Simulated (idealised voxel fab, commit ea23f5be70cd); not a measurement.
Title: Process Module voxel local oxidation
Xsec cut, 295 nm wide, square cell size 5 nm.
Each cross-section below is a grid of square cells, stated as bands in top-down order, with one or more rows of cells making up each band. Within each band entry, the heights of the top and of the bottom of the band appear first, in that order and in nm; the materials of the band then follow from left to right, each with its corresponding width in nm. The designation "all across" on a single material indicates that it fills the band from edge to edge; the designation "empty" indicates empty space. Where do heights start? At 0: under that level the wafer as delivered is made of one material only. And the lowest band has no floor; it just carries on downward, as in "top 0, no bottom". Read "30..40" as a graded width: first number on top, second number at the bottom, same change between each pair of neighbouring rows. No cell of the cross-section changed in a step that is given as "remains unaltered". "Closed cavity list" specifies each empty space that is not open to the top and that occupies no fewer than 8 cells, using the form width x height at distance, the distance measured from the left edge and all three quantities in nm. Formally, on a step line, whatever follows the settings is a remark that the simulator itself makes on the step. Steps that use a mask can have "overlay nm" on their line. It says how far the mask sat to the right of where it was meant to be. Negative means to the left.

[Planned step list for the process]
1. op RECEIVE | material Si
2. op CONFORMAL_DEP | material SiO2 | thk nm 5
3. op CONFORMAL_DEP | material SiN | thk nm 10
4. op DIRECTIONAL_DEP | material aC | thk nm 10
5. op PATTERN | tone cover | mask id ACTIVE | material resist | width nm 95 | pitch nm 135 | thk nm 30 | overlay nm 0
6. op DIRECTIONAL_ETCH | etch materials aC | depth nm 10
7. op STRIP | etch materials resist
8. op DIRECTIONAL_ETCH | etch materials SiN | depth nm 10
9. op STRIP | etch materials aC
10. op SELECTIVE_ETCH | etch materials SiO2 | depth nm 5
11. op OXIDIZE | depth nm 15
12. op STRIP | etch materials SiN

[The first of two wafers, run as planned]

[Wafer at receipt (post step 1), cross-section]
* top 0, no bottom: Si all across
* Closed cavity list: none

[After step 2, in cross-section]
* top 5, bottom 0: SiO2 all across
* Under 0: no change, same as before.

[After step 3, in cross-section]
* top 15, bottom 5: SiN all across
* Under 5: no change, same as before.

[After step 4, in cross-section]
* top 25, bottom 15: aC all across
* Under 15: no change, same as before.

[After step 5, in cross-section]
* top 55, bottom 25: empty 30 nm | resist 95 nm | empty 40 nm | resist 95 nm | empty 35 nm
* Under 25: no change, same as before.

[After step 6, in cross-section]
* top 45, bottom 25: empty 30 nm | resist 95 nm | empty 40 nm | resist 95 nm | empty 35 nm
* top 25, bottom 15: empty 30 nm | aC 95 nm | empty 40 nm | aC 95 nm | empty 35 nm
* Under 15: no change, same as before.

[After step 7, in cross-section]
* top 25, bottom 15: empty 30 nm | aC 95 nm | empty 40 nm | aC 95 nm | empty 35 nm
* Under 15: no change, same as before.

[After step 8, in cross-section]
* top 25, bottom 15: empty 30 nm | aC 95 nm | empty 40 nm | aC 95 nm | empty 35 nm
* top 15, bottom 5: empty 30 nm | SiN 95 nm | empty 40 nm | SiN 95 nm | empty 35 nm
* Under 5: no change, same as before.

[After step 9, in cross-section]
* top 15, bottom 5: empty 30 nm | SiN 95 nm | empty 40 nm | SiN 95 nm | empty 35 nm
* Under 5: no change, same as before.

[After step 10, in cross-section]
* top 15, bottom 5: empty 30 nm | SiN 95 nm | empty 40 nm | SiN 95 nm | empty 35 nm
* top 5, bottom 0: empty 35 nm | SiO2 85 nm | empty 50 nm | SiO2 85 nm | empty 40 nm
* Under 0: no change, same as before.

[After step 11, in cross-section]
* top 15, bottom 5: empty 30 nm | SiN 95 nm | empty 40 nm | SiN 95 nm | empty 35 nm
* top 5, bottom 0: empty 35 nm | SiO2 85 nm | empty 50 nm | SiO2 85 nm | empty 40 nm
* top 0, bottom -15: SiO2 50 nm | Si 55 nm | SiO2 80 nm | Si 55 nm | SiO2 55 nm
* Under -15: no change, same as before.

[After step 12, in cross-section]
* top 5, bottom 0: empty 35 nm | SiO2 85 nm | empty 50 nm | SiO2 85 nm | empty 40 nm
* Under 0: no change, same as before.

[Second wafer. Start and plan as for the first. One mistake made in running. Agrees with the first up to and including step 10]

[Cross-section: second wafer, time at which step 11 was scheduled to end]
* top 5, bottom 0: empty 35 nm | SiO2 85 nm | empty 50 nm | SiO2 85 nm | empty 40 nm
* Under 0: no change, same as before.

[Cross-section: second wafer, time at which step 12 was scheduled to end]
* top 5, bottom 0: empty 35 nm | SiO2 85 nm | empty 50 nm | SiO2 85 nm | empty 40 nm
* top 0, bottom -15: SiO2 50 nm | Si 55 nm | SiO2 80 nm | Si 55 nm | SiO2 55 nm
* Under -15: no change, same as before.
So what did we get wrong on this run? the run placed steps 11 and 12 each in the position the plan gave to the other
The final cross-section is the same for the two wafers, so this model computes the same thing whether or not the mistake was made.
